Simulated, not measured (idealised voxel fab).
Process module name: voxel quadruple lines
Cross-section cut spans 160 nm and uses square cells 5 nm in size.
The cross-sections in this document take the form of a grid made of square cells. They are written out as bands, in order from top to bottom. Each band consists of one or more rows of cells. Look at the band entry: it leads with the top's height and the bottom's height in nm. Then it lists the materials left to right, with a width in nm for each. The word "full width" on a single material says that material fills the band edge to edge. The word "air" is empty space. We count height from 0. Below that, the starting wafer is all one material. The lowest band never ends at the bottom but goes on down; see "0 nm and below" for how that is written. The width entry "30 to 40" should be interpreted row by row: the top row of cells in the band takes the first number, the bottom row takes the second number, and the change between adjacent rows is uniform throughout. "nothing changed" means the step left every cell of the cross-section as it was. "Catalogued sealed voids" means: voids of 8 cells or more that are shut off from the top with no open way through. Written width x height at distance, distance from the left edge, in nm. On a step's line, text after the settings is the simulator commenting on that step. If you see "overlay nm" on a step's line and that step has a mask, it's telling you how far right of where it was planned the mask ended up; a negative number means it went left instead.

# The planned process steps are enumerated hereunder
1) RECEIVE,material Si
2) CONFORMAL_DEP,material Al2O3,thk nm 5
3) DIRECTIONAL_DEP,material W,thk nm 10
4) DIRECTIONAL_DEP,material polySi,thk nm 20
5) DIRECTIONAL_DEP,material aC,thk nm 20
6) PATTERN,tone cover,mask id MANDREL,material resist,width nm 20,pitch nm 60,thk nm 25,overlay nm -15
7) DIRECTIONAL_ETCH,etch materials aC,depth nm 20
8) STRIP,etch materials resist
9) CONFORMAL_DEP,material SiO2,thk nm 10
10) DIRECTIONAL_ETCH,etch materials SiO2,depth nm 10
11) STRIP,etch materials aC
12) DIRECTIONAL_ETCH,etch materials polySi,depth nm 20
13) STRIP,etch materials SiO2
14) CONFORMAL_DEP,material SiN,thk nm 5
15) DIRECTIONAL_ETCH,etch materials SiN,depth nm 5
16) STRIP,etch materials polySi
17) DIRECTIONAL_ETCH,etch materials W,depth nm 10
18) STRIP,etch materials SiN
Quick note for whoever runs this: the wafers start identical, but the overlay nm at step 6 isn't the same across them. The plan just shows what the first wafer had.

# first wafer as received, after step 1
* 0 nm and below  Si full width
* Catalogued sealed voids: none

# Row per wafer, end-of-module: cell gain (+)/loss (-) by material since the wafer came in, then closed voids
overlay nm -15 | +32 Al2O3 | +16 W | Catalogued sealed voids: none
overlay nm -10 | +32 Al2O3 | +16 W | Catalogued sealed voids: none
overlay nm -5 | +32 Al2O3 | +16 W | Catalogued sealed voids: none
overlay nm 0 | +32 Al2O3 | +16 W | Catalogued sealed voids: none
overlay nm 5 | +32 Al2O3 | +16 W | Catalogued sealed voids: none
overlay nm 10 | +32 Al2O3 | +16 W | Catalogued sealed voids: none
overlay nm 15 | +32 Al2O3 | +16 W | Catalogued sealed voids: none
